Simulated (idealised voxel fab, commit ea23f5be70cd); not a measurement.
Presented below is a process module, voxel ribs on slabs.
This is section cut - it's 285 nm across, gridded in 5 nm square cells.
We lay out every cross-section as a grid of square cells and spell it out in bands from the top down, where one band means one or more rows of cells. Quick guide to a band line: top height, bottom height (nm) up front; then every material left to right with its width in nm. Only one material and it's marked "throughout"? Then it fills the band edge to edge. And "air" just means empty space. Heights are reckoned from 0. Under this level, the received wafer is all of one material. The bottommost band is open-ended downward, for example "0 and below". The notation "30..40" denotes a width that varies across the rows of cells in the band, beginning at the first number in the top row, finishing at the second number in the bottom row, and changing by an identical amount from each row to the next. "nothing different" (step): cross-section cells unchanged, all of them. You'll see "Enclosed cavities" listing empty spaces that have no way open to the top, as long as they're 8 cells or more; the notation is width x height at distance, where the distance is from the left edge, and all of it is in nm. The remark found on a step's line after its settings is issued by the simulator itself and pertains to that step. overlay nm: mask offset rightward from planned place, masked step; negative means leftward offset.
-- Process steps (planned)
- 1: RECEIVE (material Si)
- 2: DIRECTIONAL_DEP (material SiO2; thk nm 25)
- 3: DIRECTIONAL_DEP (material SiN; thk nm 15)
- 4: PATTERN (tone cover; mask id RIB; material resist; width nm 30; thk nm 15; overlay nm 0)
- 5: DIRECTIONAL_ETCH (etch materials SiN; depth nm 10)
- 6: STRIP (etch materials resist)
- 7: MASKED_ETCH (tone cover; mask id SLAB; width nm 70; etch materials SiN; depth nm 5; overlay nm 0)
- 8: FILL_DEP (material SiO2; thk nm 25)
- 9: CMP (height nm 60)
- 10: DIRECTIONAL_DEP (material TiN; thk nm 10)
- 11: DIRECTIONAL_DEP (material aC; thk nm 10)
- 12: PATTERN (tone cover; mask id HEATER; material resist; width nm 40; thk nm 30; overlay nm 0)
- 13: DIRECTIONAL_ETCH (etch materials aC; depth nm 10)
- 14: STRIP (etch materials resist)
- 15: DIRECTIONAL_ETCH (etch materials TiN; depth nm 10)
- 16: STRIP (etch materials aC)
- 17: CONFORMAL_DEP (material SiN; thk nm 5)
-- Cross-section of the wafer at receipt, which is the condition after step 1
	0 and below = Si throughout
	Enclosed cavities: none
-- As-planned run: cross-section of the first of two wafers at end of module
	75 down to 70 = air 115 | SiN 50 | air 120
	70 down to 65 = air 115 | SiN 5 | TiN 40 | SiN 5 | air 120
	65 down to 60 = SiN 120 | TiN 40 | SiN 125
	60 down to 40 = SiO2 throughout
	40 down to 30 = SiO2 125 | SiN 30 | SiO2 130
	30 down to 25 = SiO2 105 | SiN 70 | SiO2 110
	25 down to 0 = SiO2 throughout
	0 and below = Si throughout
	Enclosed cavities: none
-- Second wafer through the module, sectioned at the end: same beginning and same plan as the first wafer, with one mistake in carrying it out
	75 down to 70 = air 115 | SiN 50 | air 120
	70 down to 65 = air 115 | SiN 5 | TiN 40 | SiN 5 | air 120
	65 down to 60 = SiN 120 | TiN 40 | SiN 125
	60 down to 15 = SiO2 throughout
	15 down to 0 = SiN throughout
	0 and below = Si throughout
	Enclosed cavities: none
So what did we get wrong on this run? step 2 ran in the slot meant for step 3, and vice versa
Once processing is complete, comparing cell counts shows that the second wafer has more or fewer of certain materials than the first: +145 SiN | -145 SiO2
